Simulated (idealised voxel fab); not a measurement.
process module | voxel self aligned vias
cross-section cut | 225 nm wide | cells 5 nm
A cross-section is a grid of square cells, given in bands from the top down. A band is one or more rows of cells.
Each band's line starts with the height of the band's top and of its bottom, in nm. Then come its materials from left to right, each with its width in nm. One material with "throughout" fills the band from edge to edge. "air" is empty space.
Height 0 is the level under which the wafer as received is all one material. The lowest band goes on downwards, as in "0 down".
A width such as "30 to 40" changes by the same amount from each row of cells to the next, from the band's top row to its bottom row.
"no change" after a step means that no cell of the cross-section changed.
closed voids: empty space of 8 cells or more with no open way to the top, each as width x height at its distance from the left edge, in nm
after a step's settings: what the simulator itself notes on the step
overlay nm, on a step with a mask: how far to the right of its planned place the mask lay; to the left if negative
plan
1 op RECEIVE | material Si
2 op CONFORMAL_DEP | material SiO2 | thk nm 10
3 op CONFORMAL_DEP | material SiCN | thk nm 5
4 op DIRECTIONAL_DEP | material lowk | thk nm 20
5 op MASKED_ETCH | tone open | mask id LINES | width nm 30 | pitch nm 55 | etch materials lowk | depth nm 20 | overlay nm 0
6 op CONFORMAL_DEP | material TiN | thk nm 5
7 op FILL_DEP | material Ru | thk nm 10
8 op CMP | height nm 35
9 op SELECTIVE_ETCH | etch materials W Ru TiN | depth nm 5
10 op FILL_DEP | material SiN | thk nm 5
11 op CMP | height nm 35
12 op DIRECTIONAL_DEP | material lowk | thk nm 15
13 op DIRECTIONAL_DEP | material aC | thk nm 10
14 op PATTERN | tone open | mask id VIAS | material resist | width nm 40 | pitch nm 55 | thk nm 30 | overlay nm 0
15 op DIRECTIONAL_ETCH | etch materials aC | depth nm 10
16 op STRIP | etch materials resist
17 op DIRECTIONAL_ETCH | etch materials lowk | depth nm 15
18 op DIRECTIONAL_ETCH | etch materials SiN | depth nm 5
19 op STRIP | etch materials aC
20 op CONFORMAL_DEP | material TiN | thk nm 5
21 op FILL_DEP | material Ru | thk nm 10
22 op CMP | height nm 50
23 op CONFORMAL_DEP | material SiN | thk nm 5
as received, after step 1
  0 down: Si throughout
  closed voids: none
a wafer at the end: this start, this plan, one mistake
  55 to 50: SiN throughout
  50 to 40: lowk 35 | TiN 5 | Ru 30 | TiN 5 | lowk 15 | TiN 5 | Ru 30 | TiN 5 | lowk 15 | TiN 5 | Ru 30 | TiN 5 | lowk 40
  40 to 35: lowk 35 | TiN 15 | Ru 10 | TiN 15 | lowk 15 | TiN 15 | Ru 10 | TiN 15 | lowk 15 | TiN 15 | Ru 10 | TiN 15 | lowk 40
  35 to 30: lowk 45 | TiN 20 | lowk 35 | TiN 20 | lowk 35 | TiN 20 | lowk 50
  30 to 20: lowk 45 | TiN 5 | Ru 10 | TiN 5 | lowk 35 | TiN 5 | Ru 10 | TiN 5 | lowk 35 | TiN 5 | Ru 10 | TiN 5 | lowk 50
  20 to 15: lowk 45 | TiN 20 | lowk 35 | TiN 20 | lowk 35 | TiN 20 | lowk 50
  15 to 10: SiCN throughout
  10 to 0: SiO2 throughout
  0 down: Si throughout
  closed voids: none
what went wrong: step 5 ran as: op MASKED_ETCH | tone open | mask id LINES | width nm 20 | pitch nm 55 | etch materials lowk | depth nm 20 | overlay nm 0
